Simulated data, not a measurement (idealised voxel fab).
process module | voxel lift off
cross-section cut | 250 nm wide | cells 5 nm
A cross-section is a grid of square cells, given in bands from the top down. A band is one or more rows of cells.
Each band's line starts with the height of the band's top and of its bottom, in nm. Then come its materials from left to right, each with its width in nm. One material with "throughout" fills the band from edge to edge. "air" is empty space.
Height 0 is the level under which the wafer as received is all one material. The lowest band goes on downwards, as in "0 down".
A width such as "30 to 40" changes by the same amount from each row of cells to the next, from the band's top row to its bottom row.
"no change" after a step means that no cell of the cross-section changed.
closed voids: empty space of 8 cells or more with no open way to the top, each as width x height at its distance from the left edge, in nm
after a step's settings: what the simulator itself notes on the step
overlay nm, on a step with a mask: how far to the right of its planned place the mask lay; to the left if negative
plan
1 op RECEIVE | material Si
2 op CONFORMAL_DEP | material SiN | thk nm 15
3 op PATTERN | tone open | mask id LINES | material resist | width nm 20 | pitch nm 50 | thk nm 20 | overlay nm 0
4 op DIRECTIONAL_DEP | material Ru | thk nm 10
5 op STRIP | etch materials resist
6 op CONFORMAL_DEP | material SiCN | thk nm 5
as received, after step 1
  0 down: Si throughout
  closed voids: none
a wafer at the end: this start, this plan, one mistake
  30 to 25: SiCN 95 | air 10 | SiCN 40 | air 10 | SiCN 95
  25 to 20: Ru 90 | SiCN 5 | air 10 | SiCN 5 | Ru 30 | SiCN 5 | air 10 | SiCN 5 | Ru 90
  20 to 15: Ru 90 | SiCN 20 | Ru 30 | SiCN 20 | Ru 90
  15 to 0: SiN throughout
  0 down: Si throughout
  closed voids: none
what went wrong: step 3 ran as: op PATTERN | tone cover | mask id LINES | material resist | width nm 20 | pitch nm 50 | thk nm 20 | overlay nm 0
